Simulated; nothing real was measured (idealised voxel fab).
The document below concerns the process module designated voxel spacer lines.
Each square cell in cross-section cut measures 5 nm, and the section as a whole is 200 nm wide.
Cross-section format: a grid of square cells, given as bands from top to bottom; each band is one or more rows of cells.
Heights first: top, then bottom, in nm. Then materials, left to right, each with a width in nm. "throughout" on a single material: fills the band edge to edge. "empty": empty space.
Height reference: 0 = level under which incoming wafer is all one material. Lowest band: no bottom, runs on downward, e.g. "0..down".
The expression "30 to 40" gives the width at the extremes of the band, the first number at its top row of cells and the second at its bottom row, with the width changing by equal amounts from each row to the next in between.
Take "changes: none" at face value: in the step it is given for, the cross-section changed in none of its cells.
"Sealed internal voids" - sealed voids, min. 8 cells, no opening to top; format: width x height at distance (distance from left edge; nm throughout).
Text after the settings on a step's line: the simulator's own remark on that step.
overlay nm: where the mask lay relative to plan, measured to the right, on steps with a mask; negatives go left.

LISTED BELOW ARE THE PROCESS STEPS AS PLANNED
1,op RECEIVE | material Si
2,op CONFORMAL_DEP | material Al2O3 | thk nm 5
3,op DIRECTIONAL_DEP | material W | thk nm 15
4,op DIRECTIONAL_DEP | material polySi | thk nm 25
5,op PATTERN | tone cover | mask id MANDREL | material resist | width nm 20 | pitch nm 70 | thk nm 35 | overlay nm 0
6,op DIRECTIONAL_ETCH | etch materials polySi | depth nm 25
7,op STRIP | etch materials resist
8,op CONFORMAL_DEP | material SiN | thk nm 15
9,op DIRECTIONAL_ETCH | etch materials SiN | depth nm 15
10,op STRIP | etch materials polySi
11,op DIRECTIONAL_ETCH | etch materials W | depth nm 15
12,op STRIP | etch materials SiN
13,op FILL_DEP | material lowk | thk nm 5
14,op CMP | height nm 20

FIRST WAFER OF TWO (RUN AS PLANNED)

CROSS-SECTION, INCOMING MATERIAL, AFTER STEP 1
    0..down: Si throughout
    Sealed internal voids: none

YOU'RE LOOKING AT A CROSS-SECTION OF THE WAFER AFTER STEP 2
    5..0: Al2O3 throughout
    Lower than 0, everything is as it was.

YOU'RE LOOKING AT A CROSS-SECTION OF THE WAFER AFTER STEP 3
    20..5: W throughout
    Lower than 5, everything is as it was.

YOU'RE LOOKING AT A CROSS-SECTION OF THE WAFER AFTER STEP 4
    45..20: polySi throughout
    Lower than 20, everything is as it was.

YOU'RE LOOKING AT A CROSS-SECTION OF THE WAFER AFTER STEP 5
    80..45: empty (55), resist (20), empty (50), resist (20), empty (55)
    Lower than 45, everything is as it was.

YOU'RE LOOKING AT A CROSS-SECTION OF THE WAFER AFTER STEP 6
    80..45: empty (55), resist (20), empty (50), resist (20), empty (55)
    45..20: empty (55), polySi (20), empty (50), polySi (20), empty (55)
    Lower than 20, everything is as it was.

YOU'RE LOOKING AT A CROSS-SECTION OF THE WAFER AFTER STEP 7
    45..20: empty (55), polySi (20), empty (50), polySi (20), empty (55)
    Lower than 20, everything is as it was.

YOU'RE LOOKING AT A CROSS-SECTION OF THE WAFER AFTER STEP 8
    60..45: empty (40), SiN (50), empty (20), SiN (50), empty (40)
    45..35: empty (40), SiN (15), polySi (20), SiN (15), empty (20), SiN (15), polySi (20), SiN (15), empty (40)
    35..20: SiN (55), polySi (20), SiN (50), polySi (20), SiN (55)
    Lower than 20, everything is as it was.

YOU'RE LOOKING AT A CROSS-SECTION OF THE WAFER AFTER STEP 9
    45..20: empty (40), SiN (15), polySi (20), SiN (15), empty (20), SiN (15), polySi (20), SiN (15), empty (40)
    Lower than 20, everything is as it was.

YOU'RE LOOKING AT A CROSS-SECTION OF THE WAFER AFTER STEP 10
    45..20: empty (40), SiN (15), empty (20), SiN (15), empty (20), SiN (15), empty (20), SiN (15), empty (40)
    Lower than 20, everything is as it was.

YOU'RE LOOKING AT A CROSS-SECTION OF THE WAFER AFTER STEP 11
    45..20: empty (40), SiN (15), empty (20), SiN (15), empty (20), SiN (15), empty (20), SiN (15), empty (40)
    20..5: empty (40), W (15), empty (20), W (15), empty (20), W (15), empty (20), W (15), empty (40)
    Lower than 5, everything is as it was.

YOU'RE LOOKING AT A CROSS-SECTION OF THE WAFER AFTER STEP 12
    20..5: empty (40), W (15), empty (20), W (15), empty (20), W (15), empty (20), W (15), empty (40)
    Lower than 5, everything is as it was.

YOU'RE LOOKING AT A CROSS-SECTION OF THE WAFER AFTER STEP 13
    25..20: lowk throughout
    20..5: lowk (40), W (15), lowk (20), W (15), lowk (20), W (15), lowk (20), W (15), lowk (40)
    Lower than 5, everything is as it was.

YOU'RE LOOKING AT A CROSS-SECTION OF THE WAFER AFTER STEP 14
    20..5: lowk (40), W (15), lowk (20), W (15), lowk (20), W (15), lowk (20), W (15), lowk (40)
    Lower than 5, everything is as it was.

IT IS TO BE NOTED THAT THE SECOND WAFER PROCEEDED FROM THE SAME INITIAL STATE AND ACCORDING TO THE SAME PLAN AS THE FIRST, ALTHOUGH ONE MISTAKE WAS COMMITTED IN ITS EXECUTION; THROUGH STEP 6, INCLUSIVE, THE TWO WAFERS SHARE AN IDENTICAL HISTORY

SECOND WAFER, SECTIONED VIEW, AT STEP 7'S PLANNED END TIME
    45..20: empty (55), polySi (20), empty (50), polySi (20), empty (55)
    Lower than 20, everything is as it was.

SECOND WAFER, SECTIONED VIEW, AT STEP 8'S PLANNED END TIME
    60..45: empty (40), SiN (50), empty (20), SiN (50), empty (40)
    45..35: empty (40), SiN (15), polySi (20), SiN (15), empty (20), SiN (15), polySi (20), SiN (15), empty (40)
    35..20: SiN (55), polySi (20), SiN (50), polySi (20), SiN (55)
    Lower than 20, everything is as it was.

SECOND WAFER, SECTIONED VIEW, AT STEP 9'S PLANNED END TIME
    45..20: empty (40), SiN (15), polySi (20), SiN (15), empty (20), SiN (15), polySi (20), SiN (15), empty (40)
    Lower than 20, everything is as it was.

SECOND WAFER, SECTIONED VIEW, AT STEP 10'S PLANNED END TIME
    45..20: empty (40), SiN (15), empty (20), SiN (15), empty (20), SiN (15), empty (20), SiN (15), empty (40)
    Lower than 20, everything is as it was.

SECOND WAFER, SECTIONED VIEW, AT STEP 11'S PLANNED END TIME
    45..20: empty (40), SiN (15), empty (20), SiN (15), empty (20), SiN (15), empty (20), SiN (15), empty (40)
    20..5: empty (40), W (15), empty (20), W (15), empty (20), W (15), empty (20), W (15), empty (40)
    Lower than 5, everything is as it was.

SECOND WAFER, SECTIONED VIEW, AT STEP 12'S PLANNED END TIME
    20..5: empty (40), W (15), empty (20), W (15), empty (20), W (15), empty (20), W (15), empty (40)
    Lower than 5, everything is as it was.

SECOND WAFER, SECTIONED VIEW, AT STEP 13'S PLANNED END TIME
    25..20: lowk throughout
    20..5: lowk (40), W (15), lowk (20), W (15), lowk (20), W (15), lowk (20), W (15), lowk (40)
    Lower than 5, everything is as it was.

SECOND WAFER, SECTIONED VIEW, AT STEP 14'S PLANNED END TIME
    20..5: lowk (40), W (15), lowk (20), W (15), lowk (20), W (15), lowk (20), W (15), lowk (40)
    Lower than 5, everything is as it was.
It is concluded that the wafer was processed incorrectly with respect to the plan, in that the plan's step 7 ran twice
Same final cross-section on the two wafers, so the model's numbers don't move because of the mistake.
